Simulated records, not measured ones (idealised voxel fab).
Process module, titled voxel self aligned vias
We display cut, a cross-section 270 nm in width whose square cells are each 5 nm.
The cross-sections in this document take the form of a grid made of square cells. They are written out as bands, in order from top to bottom. Each band consists of one or more rows of cells.
Band: top and bottom heights (nm) first, top before bottom; then materials from left to right, widths in nm. "full width" marks a sole material filling the band edge to edge. "blank" denotes empty space.
For the purposes of this specification, 0 denotes the height below which the wafer in its as-received condition is composed wholly of one material, and the lowermost band, lacking a lower limit, extends downward without end, as expressed in "0 nm and below".
Top row gets the first number, bottom row gets the second, and each row in between changes by the same step: that is how a band width like "30 to 40" works.
Step marked "nothing altered"? Then no cell in the cross-section changed in it.
The label "Enclosed cavity list" introduces a list of the empty spaces, 8 cells or larger, that have no open way up to the top; each entry in it reads width x height at distance, where the distance is taken from the left edge and all three are stated in nm.
Anything after a step's settings on that line? It's the simulator's own note about the step.
A step's line can hold "overlay nm"; with a mask on that step, the setting says how far right of the planned place the mask lay, while a negative setting says it lay to the left.
# The following list gives the planned process steps
1 RECEIVE, material Si
2 CONFORMAL_DEP, material SiO2, thk nm 10
3 CONFORMAL_DEP, material SiCN, thk nm 5
4 DIRECTIONAL_DEP, material lowk, thk nm 20
5 MASKED_ETCH, tone open, mask id LINES, width nm 20, pitch nm 70, etch materials lowk, depth nm 20, overlay nm 0
6 CONFORMAL_DEP, material TiN, thk nm 5
7 FILL_DEP, material Ru, thk nm 10
8 CMP, height nm 35
9 SELECTIVE_ETCH, etch materials W Ru TiN, depth nm 5
10 FILL_DEP, material SiN, thk nm 5
11 CMP, height nm 35
12 DIRECTIONAL_DEP, material lowk, thk nm 20
13 DIRECTIONAL_DEP, material aC, thk nm 15
14 PATTERN, tone open, mask id VIAS, material resist, width nm 40, pitch nm 70, thk nm 30, overlay nm 0
15 DIRECTIONAL_ETCH, etch materials aC, depth nm 15
16 STRIP, etch materials resist
17 DIRECTIONAL_ETCH, etch materials lowk, depth nm 20
18 DIRECTIONAL_ETCH, etch materials SiN, depth nm 5
19 STRIP, etch materials aC
20 CONFORMAL_DEP, material TiN, thk nm 5
21 FILL_DEP, material Ru, thk nm 10
22 CMP, height nm 55
23 CONFORMAL_DEP, material SiCN, thk nm 5
# Run as planned: first of two wafers
# As-received wafer cross-section (after step 1)
	0 nm and below | Si full width
	Enclosed cavity list: none
# State of the wafer after step 2, shown in cross-section
	10 nm to 0 nm | SiO2 full width
	Below 0, the layers are the same as they were.
# State of the wafer after step 3, shown in cross-section
	15 nm to 10 nm | SiCN full width
	Below 10, the layers are the same as they were.
# State of the wafer after step 4, shown in cross-section
	35 nm to 15 nm | lowk full width
	Below 15, the layers are the same as they were.
# State of the wafer after step 5, shown in cross-section
	35 nm to 15 nm | lowk (90) | blank (20) | lowk (50) | blank (20) | lowk (90)
	Below 15, the layers are the same as they were.
# State of the wafer after step 6, shown in cross-section
	40 nm to 35 nm | TiN (95) | blank (10) | TiN (60) | blank (10) | TiN (95)
	35 nm to 20 nm | lowk (90) | TiN (5) | blank (10) | TiN (5) | lowk (50) | TiN (5) | blank (10) | TiN (5) | lowk (90)
	20 nm to 15 nm | lowk (90) | TiN (20) | lowk (50) | TiN (20) | lowk (90)
	Below 15, the layers are the same as they were.
# State of the wafer after step 7, shown in cross-section
	50 nm to 40 nm | Ru full width
	40 nm to 35 nm | TiN (95) | Ru (10) | TiN (60) | Ru (10) | TiN (95)
	35 nm to 20 nm | lowk (90) | TiN (5) | Ru (10) | TiN (5) | lowk (50) | TiN (5) | Ru (10) | TiN (5) | lowk (90)
	Below 20, the layers are the same as they were.
# State of the wafer after step 8, shown in cross-section
	35 nm to 20 nm | lowk (90) | TiN (5) | Ru (10) | TiN (5) | lowk (50) | TiN (5) | Ru (10) | TiN (5) | lowk (90)
	Below 20, the layers are the same as they were.
# State of the wafer after step 9, shown in cross-section
	35 nm to 30 nm | lowk (90) | blank (20) | lowk (50) | blank (20) | lowk (90)
	Below 30, the layers are the same as they were.
# State of the wafer after step 10, shown in cross-section
	40 nm to 35 nm | SiN full width
	35 nm to 30 nm | lowk (90) | SiN (20) | lowk (50) | SiN (20) | lowk (90)
	Below 30, the layers are the same as they were.
# State of the wafer after step 11, shown in cross-section
	35 nm to 30 nm | lowk (90) | SiN (20) | lowk (50) | SiN (20) | lowk (90)
	Below 30, the layers are the same as they were.
# State of the wafer after step 12, shown in cross-section
	55 nm to 35 nm | lowk full width
	Below 35, the layers are the same as they were.
# State of the wafer after step 13, shown in cross-section
	70 nm to 55 nm | aC full width
	Below 55, the layers are the same as they were.
# State of the wafer after step 14, shown in cross-section
	100 nm to 70 nm | resist (80) | blank (40) | resist (30) | blank (40) | resist (80)
	Below 70, the layers are the same as they were.
# State of the wafer after step 15, shown in cross-section
	85 nm to 70 nm | resist (80) | blank (40) | resist (30) | blank (40) | resist (80)
	70 nm to 55 nm | aC (80) | blank (40) | aC (30) | blank (40) | aC (80)
	Below 55, the layers are the same as they were.
# State of the wafer after step 16, shown in cross-section
	70 nm to 55 nm | aC (80) | blank (40) | aC (30) | blank (40) | aC (80)
	Below 55, the layers are the same as they were.
# State of the wafer after step 17, shown in cross-section
	70 nm to 55 nm | aC (80) | blank (40) | aC (30) | blank (40) | aC (80)
	55 nm to 35 nm | lowk (80) | blank (40) | lowk (30) | blank (40) | lowk (80)
	Below 35, the layers are the same as they were.
# State of the wafer after step 18, shown in cross-section
	70 nm to 55 nm | aC (80) | blank (40) | aC (30) | blank (40) | aC (80)
	55 nm to 35 nm | lowk (80) | blank (40) | lowk (30) | blank (40) | lowk (80)
	35 nm to 30 nm | lowk (90) | blank (20) | lowk (50) | blank (20) | lowk (90)
	Below 30, the layers are the same as they were.
# State of the wafer after step 19, shown in cross-section
	55 nm to 35 nm | lowk (80) | blank (40) | lowk (30) | blank (40) | lowk (80)
	Below 35, the layers are the same as they were.
# State of the wafer after step 20, shown in cross-section
	60 nm to 55 nm | TiN (85) | blank (30) | TiN (40) | blank (30) | TiN (85)
	55 nm to 40 nm | lowk (80) | TiN (5) | blank (30) | TiN (5) | lowk (30) | TiN (5) | blank (30) | TiN (5) | lowk (80)
	40 nm to 35 nm | lowk (80) | TiN (15) | blank (10) | TiN (15) | lowk (30) | TiN (15) | blank (10) | TiN (15) | lowk (80)
	35 nm to 30 nm | lowk (90) | TiN (20) | lowk (50) | TiN (20) | lowk (90)
	Below 30, the layers are the same as they were.
# State of the wafer after step 21, shown in cross-section
	70 nm to 60 nm | Ru full width
	60 nm to 55 nm | TiN (85) | Ru (30) | TiN (40) | Ru (30) | TiN (85)
	55 nm to 40 nm | lowk (80) | TiN (5) | Ru (30) | TiN (5) | lowk (30) | TiN (5) | Ru (30) | TiN (5) | lowk (80)
	40 nm to 35 nm | lowk (80) | TiN (15) | Ru (10) | TiN (15) | lowk (30) | TiN (15) | Ru (10) | TiN (15) | lowk (80)
	Below 35, the layers are the same as they were.
# State of the wafer after step 22, shown in cross-section
	55 nm to 40 nm | lowk (80) | TiN (5) | Ru (30) | TiN (5) | lowk (30) | TiN (5) | Ru (30) | TiN (5) | lowk (80)
	Below 40, the layers are the same as they were.
# State of the wafer after step 23, shown in cross-section
	60 nm to 55 nm | SiCN full width
	Below 55, the layers are the same as they were.
# Now the other wafer: same start, same recipe, but we messed up one thing when running it. Up to and including step 16 it's the same as the first one
# Second wafer, cut view, end of step 17 per plan
	70 nm to 55 nm | aC (80) | blank (40) | aC (30) | blank (40) | aC (80)
	55 nm to 35 nm | lowk (80) | blank (40) | lowk (30) | blank (40) | lowk (80)
	35 nm to 30 nm | lowk (80) | blank (10) | SiN (20) | blank (10) | lowk (30) | blank (10) | SiN (20) | blank (10) | lowk (80)
	30 nm to 20 nm | lowk (80) | blank (10) | TiN (5) | Ru (10) | TiN (5) | blank (10) | lowk (30) | blank (10) | TiN (5) | Ru (10) | TiN (5) | blank (10) | lowk (80)
	20 nm to 15 nm | lowk (80) | blank (10) | TiN (20) | blank (10) | lowk (30) | blank (10) | TiN (20) | blank (10) | lowk (80)
	Below 15, the layers are the same as they were.
# Second wafer, cut view, end of step 18 per plan
	70 nm to 55 nm | aC (80) | blank (40) | aC (30) | blank (40) | aC (80)
	55 nm to 30 nm | lowk (80) | blank (40) | lowk (30) | blank (40) | lowk (80)
	Below 30, the layers are the same as they were.
# Second wafer, cut view, end of step 19 per plan
	55 nm to 30 nm | lowk (80) | blank (40) | lowk (30) | blank (40) | lowk (80)
	Below 30, the layers are the same as they were.
# Second wafer, cut view, end of step 20 per plan
	60 nm to 55 nm | TiN (85) | blank (30) | TiN (40) | blank (30) | TiN (85)
	55 nm to 35 nm | lowk (80) | TiN (5) | blank (30) | TiN (5) | lowk (30) | TiN (5) | blank (30) | TiN (5) | lowk (80)
	35 nm to 30 nm | lowk (80) | TiN (40) | lowk (30) | TiN (40) | lowk (80)
	30 nm to 20 nm | lowk (80) | TiN (15) | Ru (10) | TiN (15) | lowk (30) | TiN (15) | Ru (10) | TiN (15) | lowk (80)
	20 nm to 15 nm | lowk (80) | TiN (40) | lowk (30) | TiN (40) | lowk (80)
	Below 15, the layers are the same as they were.
# Second wafer, cut view, end of step 21 per plan
	70 nm to 60 nm | Ru full width
	60 nm to 55 nm | TiN (85) | Ru (30) | TiN (40) | Ru (30) | TiN (85)
	55 nm to 35 nm | lowk (80) | TiN (5) | Ru (30) | TiN (5) | lowk (30) | TiN (5) | Ru (30) | TiN (5) | lowk (80)
	Below 35, the layers are the same as they were.
# Second wafer, cut view, end of step 22 per plan
	55 nm to 35 nm | lowk (80) | TiN (5) | Ru (30) | TiN (5) | lowk (30) | TiN (5) | Ru (30) | TiN (5) | lowk (80)
	Below 35, the layers are the same as they were.
# Second wafer, cut view, end of step 23 per plan
	60 nm to 55 nm | SiCN full width
	Below 55, the layers are the same as they were.
Diagnosis: step 17 in the plan was executed twice
Final wafer comparison in cells, second versus first, more or fewer per material: Ru +8 | TiN +24 | lowk -32
